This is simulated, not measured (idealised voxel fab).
Herein follows the process module entitled voxel wiring stack.
Section shown: cut. Width: 185 nm. Cell size: 5 nm, square.
Cross-section = grid of square cells, listed top down in bands; band = one or more rows. It is stipulated that each band's entry specify, in nanometres, the height of the top of the band and then that of its bottom, followed by the materials of the band in left-to-right sequence, each together with its width in nanometres. A single material marked by the word "throughout" is understood to fill the band from edge to edge; the word "blank" is understood to denote empty space. Below 0: as-received wafer, all one material; heights counted from there. Lowest band: no bottom, goes on down, written "z 0 and below". The notation "30 to 40" denotes a width that varies across the rows of cells in the band, beginning at the first number in the top row, finishing at the second number in the bottom row, and changing by an identical amount from each row to the next. "left unchanged" for a step: no cell of the cross-section changed in that step. "Catalogued sealed voids" lists enclosed empty spaces (at least 8 cells, no open path upward to the top), each as width x height at distance from the left edge, in nm. Step line, after settings: the simulator's comment on this step. On any step carrying a mask, the "overlay nm" setting, if present on the step's line, tells how far right of its planned place the mask lay; negative values point to the left.

LISTED BELOW ARE THE PROCESS STEPS AS PLANNED
step 1: RECEIVE, material Si
step 2: CONFORMAL_DEP, material SiO2, thk nm 15
step 3: DIRECTIONAL_DEP, material TiN, thk nm 5
step 4: DIRECTIONAL_DEP, material Ru, thk nm 25
step 5: PATTERN, tone cover, mask id METAL_1, material resist, width nm 30, pitch nm 45, thk nm 15, overlay nm 0
step 6: DIRECTIONAL_ETCH, etch materials Ru, depth nm 25
step 7: DIRECTIONAL_ETCH, etch materials TiN, depth nm 5
step 8: STRIP, etch materials resist
step 9: CONFORMAL_DEP, material SiCN, thk nm 5
step 10: FILL_DEP, material SiO2, thk nm 5
step 11: CMP, height nm 45
step 12: CONFORMAL_DEP, material SiCN, thk nm 5
step 13: DIRECTIONAL_DEP, material lowk, thk nm 10
step 14: DIRECTIONAL_DEP, material aC, thk nm 15
step 15: PATTERN, tone open, mask id PLUG_1, material resist, width nm 15, pitch nm 90, thk nm 30, overlay nm 0
step 16: DIRECTIONAL_ETCH, etch materials aC, depth nm 15
step 17: STRIP, etch materials resist
step 18: DIRECTIONAL_ETCH, etch materials lowk, depth nm 10
step 19: DIRECTIONAL_ETCH, etch materials SiCN, depth nm 5
step 20: STRIP, etch materials aC
step 21: EPI, material Ru, thk nm 10
step 22: EPI, material Ru, thk nm 5
step 23: CONFORMAL_DEP, material SiN, thk nm 5
step 24: DIRECTIONAL_DEP, material lowk, thk nm 25
step 25: MASKED_ETCH, tone open, mask id METAL_2, width nm 30, pitch nm 45, etch materials lowk, depth nm 25, overlay nm 0
step 26: MASKED_ETCH, tone open, mask id METAL_2, width nm 30, pitch nm 45, etch materials SiN, depth nm 5, overlay nm 0
step 27: CONFORMAL_DEP, material TiN, thk nm 5
step 28: FILL_DEP, material Cu, thk nm 5
step 29: CMP, height nm 90
step 30: EPI, material Ru, thk nm 5
step 31: FILL_DEP, material SiCN, thk nm 5
step 32: DIRECTIONAL_DEP, material lowk, thk nm 25
step 33: DIRECTIONAL_DEP, material aC, thk nm 15
step 34: PATTERN, tone open, mask id METAL_3_HOLES, material resist, width nm 15, pitch nm 45, thk nm 35, overlay nm 0
step 35: DIRECTIONAL_ETCH, etch materials aC, depth nm 15
step 36: STRIP, etch materials resist
step 37: DIRECTIONAL_ETCH, etch materials lowk, depth nm 25
step 38: STRIP, etch materials aC
step 39: DIRECTIONAL_DEP, material aC, thk nm 10
step 40: PATTERN, tone open, mask id METAL_3, material resist, width nm 30, pitch nm 45, thk nm 30, overlay nm 0
step 41: DIRECTIONAL_ETCH, etch materials aC, depth nm 10
step 42: STRIP, etch materials resist
step 43: DIRECTIONAL_ETCH, etch materials lowk, depth nm 15
step 44: DIRECTIONAL_ETCH, etch materials SiCN, depth nm 5
step 45: STRIP, etch materials aC
step 46: CONFORMAL_DEP, material TiN, thk nm 5
step 47: FILL_DEP, material Cu, thk nm 10
step 48: CMP, height nm 125
step 49: CONFORMAL_DEP, material SiN, thk nm 5

WAFER AT RECEIPT (POST STEP 1), CROSS-SECTION
    z 0 and below  Si throughout
    Catalogued sealed voids: none

POST-MODULE CROSS-SECTION OF THE FIRST OF TWO WAFERS (RUN PER PLAN)
    z 130 to 125  SiN throughout
    z 125 to 115  lowk=30 / TiN=5 / Cu=20 / TiN=5 / lowk=15 / TiN=5 / Cu=20 / TiN=5 / lowk=15 / TiN=5 / Cu=20 / TiN=5 / lowk=35
    z 115 to 110  lowk=30 / TiN=5 / Cu=5 / TiN=20 / lowk=15 / TiN=5 / Cu=5 / TiN=20 / lowk=15 / TiN=5 / Cu=5 / TiN=20 / lowk=35
    z 110 to 100  lowk=30 / TiN=5 / Cu=5 / TiN=5 / lowk=30 / TiN=5 / Cu=5 / TiN=5 / lowk=30 / TiN=5 / Cu=5 / TiN=5 / lowk=50
    z 100 to 95  SiCN=30 / TiN=15 / SiCN=30 / TiN=15 / SiCN=30 / TiN=15 / SiCN=50
    z 95 to 90  SiCN=25 / Ru=40 / SiCN=5 / Ru=40 / SiCN=5 / Ru=40 / SiCN=30
    z 90 to 65  lowk=30 / TiN=5 / Cu=20 / TiN=5 / lowk=15 / TiN=5 / Cu=20 / TiN=5 / lowk=15 / TiN=5 / Cu=20 / TiN=5 / lowk=35
    z 65 to 60  SiN=30 / TiN=30 / SiN=15 / TiN=30 / SiN=15 / TiN=30 / SiN=35
    z 60 to 50  lowk=30 / Ru=15 / lowk=75 / Ru=15 / lowk=50
    z 50 to 45  SiCN=30 / Ru=15 / SiCN=75 / Ru=15 / SiCN=50
    z 45 to 20  SiO2=25 / SiCN=5 / Ru=30 / SiCN=5 / SiO2=5 / SiCN=5 / Ru=30 / SiCN=5 / SiO2=5 / SiCN=5 / Ru=30 / SiCN=5 / SiO2=30
    z 20 to 15  SiCN=30 / TiN=30 / SiCN=15 / TiN=30 / SiCN=15 / TiN=30 / SiCN=35
    z 15 to 0  SiO2 throughout
    z 0 and below  Si throughout
    Catalogued sealed voids: none

SAME START, SAME PLAN AS THE FIRST WAFER - BUT ONE MISTAKE IN THE RUN. CROSS-SECTION OF THE SECOND OF THE TWO AT THE END OF THE MODULE
    z 130 to 125  SiN throughout
    z 125 to 115  lowk=30 / TiN=5 / Cu=20 / TiN=5 / lowk=15 / TiN=5 / Cu=20 / TiN=5 / lowk=15 / TiN=5 / Cu=20 / TiN=5 / lowk=35
    z 115 to 110  lowk=30 / TiN=5 / Cu=5 / TiN=20 / lowk=15 / TiN=5 / Cu=5 / TiN=20 / lowk=15 / TiN=5 / Cu=5 / TiN=20 / lowk=35
    z 110 to 100  lowk=30 / TiN=5 / Cu=5 / TiN=5 / lowk=30 / TiN=5 / Cu=5 / TiN=5 / lowk=30 / TiN=5 / Cu=5 / TiN=5 / lowk=50
    z 100 to 95  SiCN=30 / TiN=15 / SiCN=30 / TiN=15 / SiCN=30 / TiN=15 / SiCN=50
    z 95 to 90  SiCN=25 / Ru=40 / SiCN=5 / Ru=40 / SiCN=5 / Ru=40 / SiCN=30
    z 90 to 65  lowk=30 / TiN=5 / Cu=20 / TiN=5 / lowk=15 / TiN=5 / Cu=20 / TiN=5 / lowk=15 / TiN=5 / Cu=20 / TiN=5 / lowk=35
    z 65 to 60  SiN=30 / TiN=30 / SiN=15 / TiN=30 / SiN=15 / TiN=30 / SiN=35
    z 60 to 50  lowk=25 / Ru=25 / lowk=65 / Ru=25 / lowk=45
    z 50 to 45  SiCN=25 / Ru=25 / SiCN=65 / Ru=25 / SiCN=45
    z 45 to 20  SiO2=25 / SiCN=5 / Ru=30 / SiCN=5 / SiO2=5 / SiCN=5 / Ru=30 / SiCN=5 / SiO2=5 / SiCN=5 / Ru=30 / SiCN=5 / SiO2=30
    z 20 to 15  SiCN=30 / TiN=30 / SiCN=15 / TiN=30 / SiCN=15 / TiN=30 / SiCN=35
    z 15 to 0  SiO2 throughout
    z 0 and below  Si throughout
    Catalogued sealed voids: none
Which mistake was made when the wafer was run? so step 15 ended up running with a different setting than we planned, it ran as PATTERN, tone open, mask id PLUG_1, material resist, width nm 25, pitch nm 90, thk nm 30, overlay nm 0
Per the end-of-run cell counts, the second wafer holds more or fewer of some materials than the first: 12 more of Ru, 4 fewer of SiCN, 8 fewer of lowk
